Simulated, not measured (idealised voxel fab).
process module | voxel capacitor over wiring
cross-section cut | 255 nm wide | cells 5 nm
A cross-section is a grid of square cells, given in bands from the top down. A band is one or more rows of cells.
Each band's line starts with the height of the band's top and of its bottom, in nm. Then come its materials from left to right, each with its width in nm. One material with "throughout" fills the band from edge to edge. "air" is empty space.
Height 0 is the level under which the wafer as received is all one material. The lowest band goes on downwards, as in "0 down".
A width such as "30 to 40" changes by the same amount from each row of cells to the next, from the band's top row to its bottom row.
"no change" after a step means that no cell of the cross-section changed.
closed voids: empty space of 8 cells or more with no open way to the top, each as width x height at its distance from the left edge, in nm
after a step's settings: what the simulator itself notes on the step
overlay nm, on a step with a mask: how far to the right of its planned place the mask lay; to the left if negative
plan
1 op RECEIVE | material Si
2 op CONFORMAL_DEP | material SiO2 | thk nm 15
3 op DIRECTIONAL_DEP | material TiN | thk nm 5
4 op DIRECTIONAL_DEP | material W | thk nm 15
5 op PATTERN | tone cover | mask id METAL_1 | material resist | width nm 20 | pitch nm 70 | thk nm 15 | overlay nm 0
6 op DIRECTIONAL_ETCH | etch materials W | depth nm 15
7 op DIRECTIONAL_ETCH | etch materials TiN | depth nm 5
8 op STRIP | etch materials resist
9 op CONFORMAL_DEP | material SiN | thk nm 5
10 op FILL_DEP | material lowk | thk nm 10
11 op CMP | height nm 35
12 op CONFORMAL_DEP | material SiCN | thk nm 5
13 op DIRECTIONAL_DEP | material lowk | thk nm 20
14 op DIRECTIONAL_DEP | material aC | thk nm 10
15 op PATTERN | tone open | mask id PLUG_1 | material resist | width nm 15 | thk nm 25 | overlay nm 0
16 op DIRECTIONAL_ETCH | etch materials aC | depth nm 10
17 op STRIP | etch materials resist
18 op DIRECTIONAL_ETCH | etch materials lowk | depth nm 20
19 op DIRECTIONAL_ETCH | etch materials SiCN | depth nm 5
20 op STRIP | etch materials aC
21 op CONFORMAL_DEP | material TiN | thk nm 5
22 op FILL_DEP | material Ru | thk nm 10
23 op CMP | height nm 60
24 op DIRECTIONAL_DEP | material TiN | thk nm 10
25 op DIRECTIONAL_DEP | material SiN | thk nm 5
26 op DIRECTIONAL_DEP | material TiN | thk nm 5
27 op PATTERN | tone cover | mask id UPPER_PLATE | material resist | width nm 55 | thk nm 20 | overlay nm 0
28 op DIRECTIONAL_ETCH | etch materials TiN | depth nm 5
29 op DIRECTIONAL_ETCH | etch materials SiN | depth nm 5
30 op STRIP | etch materials resist
31 op MASKED_ETCH | tone cover | mask id LOWER_PLATE | width nm 65 | etch materials TiN | depth nm 10 | overlay nm 0
32 op FILL_DEP | material SiO2 | thk nm 15
33 op CMP | height nm 90
34 op DIRECTIONAL_DEP | material aC | thk nm 15
35 op PATTERN | tone open | mask id PLUG_2 | material resist | width nm 15 | thk nm 30 | overlay nm 0
36 op DIRECTIONAL_ETCH | etch materials aC | depth nm 15
37 op STRIP | etch materials resist
38 op DIRECTIONAL_ETCH | etch materials SiO2 | depth nm 10
39 op STRIP | etch materials aC
40 op CONFORMAL_DEP | material TiN | thk nm 5
41 op FILL_DEP | material Ru | thk nm 5
42 op CMP | height nm 90
43 op CONFORMAL_DEP | material SiCN | thk nm 5
first wafer, as planned
as received, after step 1
  0 down: Si throughout
  closed voids: none
after step 2
  15 to 0: SiO2 throughout
  below 0: unchanged
after step 3
  20 to 15: TiN throughout
  below 15: unchanged
after step 4
  35 to 20: W throughout
  below 20: unchanged
after step 5
  50 to 35: air 80 | resist 20 | air 50 | resist 20 | air 85
  below 35: unchanged
after step 6
  50 to 35: air 80 | resist 20 | air 50 | resist 20 | air 85
  35 to 20: air 80 | W 20 | air 50 | W 20 | air 85
  below 20: unchanged
after step 7
  50 to 35: air 80 | resist 20 | air 50 | resist 20 | air 85
  35 to 20: air 80 | W 20 | air 50 | W 20 | air 85
  20 to 15: air 80 | TiN 20 | air 50 | TiN 20 | air 85
  below 15: unchanged
after step 8
  35 to 20: air 80 | W 20 | air 50 | W 20 | air 85
  below 20: unchanged
after step 9
  40 to 35: air 75 | SiN 30 | air 40 | SiN 30 | air 80
  35 to 20: air 75 | SiN 5 | W 20 | SiN 5 | air 40 | SiN 5 | W 20 | SiN 5 | air 80
  20 to 15: SiN 80 | TiN 20 | SiN 50 | TiN 20 | SiN 85
  below 15: unchanged
after step 10
  50 to 40: lowk throughout
  40 to 35: lowk 75 | SiN 30 | lowk 40 | SiN 30 | lowk 80
  35 to 20: lowk 75 | SiN 5 | W 20 | SiN 5 | lowk 40 | SiN 5 | W 20 | SiN 5 | lowk 80
  below 20: unchanged
after step 11
  35 to 20: lowk 75 | SiN 5 | W 20 | SiN 5 | lowk 40 | SiN 5 | W 20 | SiN 5 | lowk 80
  below 20: unchanged
after step 12
  40 to 35: SiCN throughout
  below 35: unchanged
after step 13
  60 to 40: lowk throughout
  below 40: unchanged
after step 14
  70 to 60: aC throughout
  below 60: unchanged
after step 15
  95 to 70: resist 85 | air 15 | resist 155
  below 70: unchanged
after step 16
  85 to 70: resist 85 | air 15 | resist 155
  70 to 60: aC 85 | air 15 | aC 155
  below 60: unchanged
after step 17
  70 to 60: aC 85 | air 15 | aC 155
  below 60: unchanged
after step 18
  70 to 60: aC 85 | air 15 | aC 155
  60 to 40: lowk 85 | air 15 | lowk 155
  below 40: unchanged
after step 19
  70 to 60: aC 85 | air 15 | aC 155
  60 to 40: lowk 85 | air 15 | lowk 155
  40 to 35: SiCN 85 | air 15 | SiCN 155
  below 35: unchanged
after step 20
  60 to 40: lowk 85 | air 15 | lowk 155
  below 40: unchanged
after step 21
  65 to 60: TiN 90 | air 5 | TiN 160
  60 to 40: lowk 85 | TiN 5 | air 5 | TiN 5 | lowk 155
  40 to 35: SiCN 85 | TiN 15 | SiCN 155
  below 35: unchanged
after step 22
  75 to 65: Ru throughout
  65 to 60: TiN 90 | Ru 5 | TiN 160
  60 to 40: lowk 85 | TiN 5 | Ru 5 | TiN 5 | lowk 155
  below 40: unchanged
after step 23
  60 to 40: lowk 85 | TiN 5 | Ru 5 | TiN 5 | lowk 155
  below 40: unchanged
after step 24
  70 to 60: TiN throughout
  below 60: unchanged
after step 25
  75 to 70: SiN throughout
  below 70: unchanged
after step 26
  80 to 75: TiN throughout
  below 75: unchanged
after step 27
  100 to 80: air 85 | resist 55 | air 115
  below 80: unchanged
after step 28
  100 to 80: air 85 | resist 55 | air 115
  80 to 75: air 85 | TiN 55 | air 115
  below 75: unchanged
after step 29
  100 to 80: air 85 | resist 55 | air 115
  80 to 75: air 85 | TiN 55 | air 115
  75 to 70: air 85 | SiN 55 | air 115
  below 70: unchanged
after step 30
  80 to 75: air 85 | TiN 55 | air 115
  below 75: unchanged
after step 31
  80 to 75: air 85 | TiN 55 | air 115
  75 to 70: air 85 | SiN 55 | air 115
  70 to 60: air 80 | TiN 65 | air 110
  below 60: unchanged
after step 32
  95 to 80: SiO2 throughout
  80 to 75: SiO2 85 | TiN 55 | SiO2 115
  75 to 70: SiO2 85 | SiN 55 | SiO2 115
  70 to 60: SiO2 80 | TiN 65 | SiO2 110
  below 60: unchanged
after step 33
  90 to 80: SiO2 throughout
  below 80: unchanged
after step 34
  105 to 90: aC throughout
  below 90: unchanged
after step 35
  135 to 105: resist 95 | air 15 | resist 145
  below 105: unchanged
after step 36
  120 to 105: resist 95 | air 15 | resist 145
  105 to 90: aC 95 | air 15 | aC 145
  below 90: unchanged
after step 37
  105 to 90: aC 95 | air 15 | aC 145
  below 90: unchanged
after step 38
  105 to 90: aC 95 | air 15 | aC 145
  90 to 80: SiO2 95 | air 15 | SiO2 145
  below 80: unchanged
after step 39
  90 to 80: SiO2 95 | air 15 | SiO2 145
  below 80: unchanged
after step 40
  95 to 90: TiN 100 | air 5 | TiN 150
  90 to 85: SiO2 95 | TiN 5 | air 5 | TiN 5 | SiO2 145
  85 to 75: SiO2 95 to 85 | TiN 15 to 55 | SiO2 145 to 115
  below 75: unchanged
after step 41
  100 to 95: Ru throughout
  95 to 90: TiN 100 | Ru 5 | TiN 150
  90 to 85: SiO2 95 | TiN 5 | Ru 5 | TiN 5 | SiO2 145
  below 85: unchanged
after step 42
  90 to 85: SiO2 95 | TiN 5 | Ru 5 | TiN 5 | SiO2 145
  below 85: unchanged
after step 43
  95 to 90: SiCN throughout
  below 90: unchanged
second wafer: like start, like plan, one mistake. Through step 23 it matches the first wafer
when step 24 should have ended
  65 to 60: SiN throughout
  below 60: unchanged
when step 25 should have ended
  75 to 65: TiN throughout
  below 65: unchanged
when step 26 should have ended
  80 to 65: TiN throughout
  below 65: unchanged
when step 27 should have ended
  100 to 80: air 85 | resist 55 | air 115
  below 80: unchanged
when step 28 should have ended
  100 to 80: air 85 | resist 55 | air 115
  80 to 75: air 85 | TiN 55 | air 115
  below 75: unchanged
when step 29 should have ended: no change
when step 30 should have ended
  80 to 75: air 85 | TiN 55 | air 115
  below 75: unchanged
when step 31 should have ended
  80 to 75: air 85 | TiN 55 | air 115
  75 to 65: air 80 | TiN 65 | air 110
  below 65: unchanged
when step 32 should have ended
  95 to 80: SiO2 throughout
  80 to 75: SiO2 85 | TiN 55 | SiO2 115
  75 to 65: SiO2 80 | TiN 65 | SiO2 110
  below 65: unchanged
when step 33 should have ended
  90 to 80: SiO2 throughout
  below 80: unchanged
when step 34 should have ended
  105 to 90: aC throughout
  below 90: unchanged
when step 35 should have ended
  135 to 105: resist 95 | air 15 | resist 145
  below 105: unchanged
when step 36 should have ended
  120 to 105: resist 95 | air 15 | resist 145
  105 to 90: aC 95 | air 15 | aC 145
  below 90: unchanged
when step 37 should have ended
  105 to 90: aC 95 | air 15 | aC 145
  below 90: unchanged
when step 38 should have ended
  105 to 90: aC 95 | air 15 | aC 145
  90 to 80: SiO2 95 | air 15 | SiO2 145
  below 80: unchanged
when step 39 should have ended
  90 to 80: SiO2 95 | air 15 | SiO2 145
  below 80: unchanged
when step 40 should have ended
  95 to 90: TiN 100 | air 5 | TiN 150
  90 to 85: SiO2 95 | TiN 5 | air 5 | TiN 5 | SiO2 145
  85 to 75: SiO2 95 to 85 | TiN 15 to 55 | SiO2 145 to 115
  below 75: unchanged
when step 41 should have ended
  100 to 95: Ru throughout
  95 to 90: TiN 100 | Ru 5 | TiN 150
  90 to 85: SiO2 95 | TiN 5 | Ru 5 | TiN 5 | SiO2 145
  below 85: unchanged
when step 42 should have ended
  90 to 85: SiO2 95 | TiN 5 | Ru 5 | TiN 5 | SiO2 145
  below 85: unchanged
when step 43 should have ended
  95 to 90: SiCN throughout
  below 90: unchanged
what went wrong: steps 24 and 25 were swapped
at the end the second wafer has, in cells: 40 more of SiN | 40 fewer of SiO2
